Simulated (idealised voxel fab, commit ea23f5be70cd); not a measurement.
The process module presented herein is designated voxel released beams.
Xsec cut, 250 nm wide, square cell size 5 nm.
Cross-section = grid of square cells, listed top down in bands; band = one or more rows. This entry defines a band. It first specifies the height of the band's top and the height of its bottom in nm, and then specifies the band's materials from left to right, stating each material with its width in nm. The word "throughout" identifies a single material that fills the band from edge to edge, while the word "blank" identifies empty space. Ref level 0: as-received wafer is one material below here. Bottom band extends down with no lower bound ("from 0 down"). The width entry "30 to 40" should be interpreted row by row: the top row of cells in the band takes the first number, the bottom row takes the second number, and the change between adjacent rows is uniform throughout. Key: "same as before" - step with no changed cell in the cross-section. Each empty space that has no open way to the top and spans at least 8 cells appears under "closed voids" as width x height at distance, the distance counted from the left edge, all in nm. Formally, on a step line, whatever follows the settings is a remark that the simulator itself makes on the step. A step line may carry the setting "overlay nm", which, for steps involving a mask, states the distance by which the mask lay to the right of its intended position; negative values denote displacement to the left.

[The planned process steps are enumerated hereunder]
| 1 | op RECEIVE | material Si |
| 2 | op CONFORMAL_DEP | material SiN | thk nm 10 |
| 3 | op DIRECTIONAL_DEP | material SiO2 | thk nm 15 |
| 4 | op MASKED_ETCH | tone open | mask id ANCHOR | width nm 35 | etch materials SiO2 | depth nm 15 | overlay nm -15 |
| 5 | op CONFORMAL_DEP | material W | thk nm 15 |
| 6 | op PATTERN | tone cover | mask id BEAM | material resist | width nm 110 | thk nm 15 | overlay nm 0 |
| 7 | op DIRECTIONAL_ETCH | etch materials W | depth nm 15 |
| 8 | op STRIP | etch materials resist |
| 9 | op STRIP | etch materials SiO2 |
Split variable: overlay nm, step 4. Plan value = first wafer. Wafers start alike.

[As-received state after step 1, first of several wafers, cross-section]
* from 0 down | Si throughout
* closed voids: none

[Module finished, last step 9 done: cross-section of the first of several wafers]
* from 40 to 25 | blank=65  W=5  blank=5  W=100  blank=75
* from 25 to 10 | blank=55  W=35  blank=160
* from 10 to 0 | SiN throughout
* from 0 down | Si throughout
* closed voids: none

[Wafer cross-section (last wafer, module end)]
* from 40 to 25 | blank=65  W=35  blank=5  W=70  blank=75
* from 25 to 10 | blank=85  W=35  blank=130
* from 10 to 0 | SiN throughout
* from 0 down | Si throughout
* closed voids: none

[So in this table every wafer gets its own row, and what you see is where it stands at the end of the module: for each material, how many cells it picked up (+) or gave up (-) since we received it, and after that its closed voids]
overlay nm -15, +100 SiN, +84 W, closed voids: none
overlay nm -10, +100 SiN, +84 W, closed voids: none
overlay nm -5, +100 SiN, +84 W, closed voids: none
overlay nm 0, +100 SiN, +84 W, closed voids: none
overlay nm 5, +100 SiN, +84 W, closed voids: none
overlay nm 10, +100 SiN, +84 W, closed voids: none
overlay nm 15, +100 SiN, +84 W, closed voids: none
